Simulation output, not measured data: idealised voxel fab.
process module | voxel ribs on slabs
The cross-section shown here is cut; it is 240 nm wide and divided into square cells measuring 5 nm on a side.
Each cross-section below is a grid of square cells, stated as bands in top-down order, with one or more rows of cells making up each band.
The entry gives the band's vertical extent as a top height and a bottom height in nm, then its horizontal make-up as materials from left to right, each with a width in nm. "blank" stands for empty space; a single material marked "throughout" fills the band edge to edge.
Below 0: as-received wafer, all one material; heights counted from there. Lowest band: no bottom, goes on down, written "0..down".
Think of "30..40" as a width that walks from the first number to the second as you go down the band, top row to bottom row, taking equal-sized steps from row to row.
Take "nothing got changed" at face value: in the step it is given for, the cross-section changed in none of its cells.
The entry "Encapsulated voids" lists the empty spaces that cover at least 8 cells and have no open path to the top. Each is written as width x height at distance, where the distance is measured from the left edge and all three values are in nm.
That trailing text on a step's line, after the settings, is the simulator's own remark on the step.
You can add "overlay nm" to a step's line. For a step with a mask, it describes how far the mask lay to the right of its planned position, and a negative number describes a lay to the left.

### This section lists the process steps that were planned
- 1: RECEIVE with material Si
- 2: DIRECTIONAL_DEP with material SiO2, thk nm 25
- 3: DIRECTIONAL_DEP with material polySi, thk nm 20
- 4: PATTERN with tone cover, mask id RIB, material resist, width nm 30, thk nm 20, overlay nm 0
- 5: DIRECTIONAL_ETCH with etch materials polySi, depth nm 5
- 6: STRIP with etch materials resist
- 7: DIRECTIONAL_DEP with material aC, thk nm 15
- 8: PATTERN with tone cover, mask id SLAB, material resist, width nm 60, thk nm 35, overlay nm 0
- 9: DIRECTIONAL_ETCH with etch materials aC, depth nm 15
- 10: STRIP with etch materials resist
- 11: DIRECTIONAL_ETCH with etch materials polySi, depth nm 15
- 12: STRIP with etch materials aC
- 13: FILL_DEP with material SiO2, thk nm 30
- 14: CMP with height nm 65
- 15: DIRECTIONAL_DEP with material TiN, thk nm 5
- 16: MASKED_ETCH with tone cover, mask id HEATER, width nm 40, etch materials TiN, depth nm 5, overlay nm 0
- 17: CONFORMAL_DEP with material SiN, thk nm 5

### This is the cross-section of the wafer as we received it, i.e. after step 1
> 0..down = Si throughout
> Encapsulated voids: none

### The cross-section shown corresponds to the wafer at the conclusion of the module. The initial structure and the process plan are those presented above; however, one mistake occurred in executing the plan
> 75..70 = blank (95)  SiN (50)  blank (95)
> 70..65 = SiN (100)  TiN (40)  SiN (100)
> 65..45 = SiO2 throughout
> 45..40 = SiO2 (90)  polySi (15)  SiO2 (30)  polySi (15)  SiO2 (90)
> 40..30 = SiO2 (90)  polySi (60)  SiO2 (90)
> 30..25 = polySi throughout
> 25..0 = SiO2 throughout
> 0..down = Si throughout
> Encapsulated voids: none
Against the plan, the run slipped here: step 4 deviated from plan and actually ran as PATTERN with tone open, mask id RIB, material resist, width nm 30, thk nm 20, overlay nm 0
